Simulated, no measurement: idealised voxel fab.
Proc. module: voxel quadruple lines
Each square cell in cross-section cut measures 5 nm, and the section as a whole is 225 nm wide.
The cross-sections in this document take the form of a grid made of square cells. They are written out as bands, in order from top to bottom. Each band consists of one or more rows of cells. Look at the band entry: it leads with the top's height and the bottom's height in nm. Then it lists the materials left to right, with a width in nm for each. The word "full width" on a single material says that material fills the band edge to edge. The word "blank" is empty space. The level at which height equals 0 is the one under which the wafer, as it arrives, is entirely one material. No lower edge exists for the bottom band, which continues downward and is notated as in "0 -> down". Width "30 to 40": first value at the band's top row of cells, second value at its bottom row, equal change from row to row. The cross-section has no changed cell in any step marked "everything unchanged". Entry "Sealed void listing". Content: empty spaces with no open connection to the top, size 8 cells or greater. Each: width x height at distance. Distance: from left edge. Unit: nm. It should be noted that, on the line of a given step, the content following the step's settings is a remark produced by the simulator itself with respect to that step. The line of a step may include "overlay nm". On a step with a mask, this value is how far to the right of its planned place the mask lay. A negative value means the mask lay to the left.
Process steps - plan
- 1: RECEIVE, material Si
- 2: CONFORMAL_DEP, material SiO2, thk nm 10
- 3: DIRECTIONAL_DEP, material TiN, thk nm 10
- 4: DIRECTIONAL_DEP, material polySi, thk nm 20
- 5: DIRECTIONAL_DEP, material aC, thk nm 20
- 6: PATTERN, tone cover, mask id MANDREL, material resist, width nm 30, thk nm 30, overlay nm 0
- 7: DIRECTIONAL_ETCH, etch materials aC, depth nm 20
- 8: STRIP, etch materials resist
- 9: CONFORMAL_DEP, material SiO2, thk nm 10
- 10: DIRECTIONAL_ETCH, etch materials SiO2, depth nm 10
- 11: STRIP, etch materials aC
- 12: DIRECTIONAL_ETCH, etch materials polySi, depth nm 20
- 13: STRIP, etch materials SiO2
- 14: CONFORMAL_DEP, material SiN, thk nm 10
- 15: DIRECTIONAL_ETCH, etch materials SiN, depth nm 10
- 16: STRIP, etch materials polySi
- 17: DIRECTIONAL_ETCH, etch materials TiN, depth nm 10
- 18: STRIP, etch materials SiN
- 19: FILL_DEP, material lowk, thk nm 10
- 20: CMP, height nm 20
Cross-section, incoming material, after step 1
0 -> down: Si full width
Sealed void listing: none
Cross-sectional view of the first of the two wafers upon completion of the module, processed in accordance with the plan
20 -> 10: 75 nm lowk / 10 nm TiN / 10 nm lowk / 10 nm TiN / 10 nm lowk / 10 nm TiN / 10 nm lowk / 10 nm TiN / 80 nm lowk
10 -> 0: SiO2 full width
0 -> down: Si full width
Sealed void listing: none
Second wafer at the end: like start, like plan, one mistake
20 -> 10: 75 nm polySi / 10 nm TiN / 10 nm polySi / 10 nm TiN / 10 nm polySi / 10 nm TiN / 10 nm polySi / 10 nm TiN / 80 nm polySi
10 -> 0: SiO2 full width
0 -> down: Si full width
Sealed void listing: none
Deviation noted in wafer processing: in deviation from the planned setting, step 19 was conducted as FILL_DEP, material polySi, thk nm 10
Once processing is complete, comparing cell counts shows that the second wafer has more or fewer of certain materials than the first: lowk: 74 fewer | polySi: 74 more
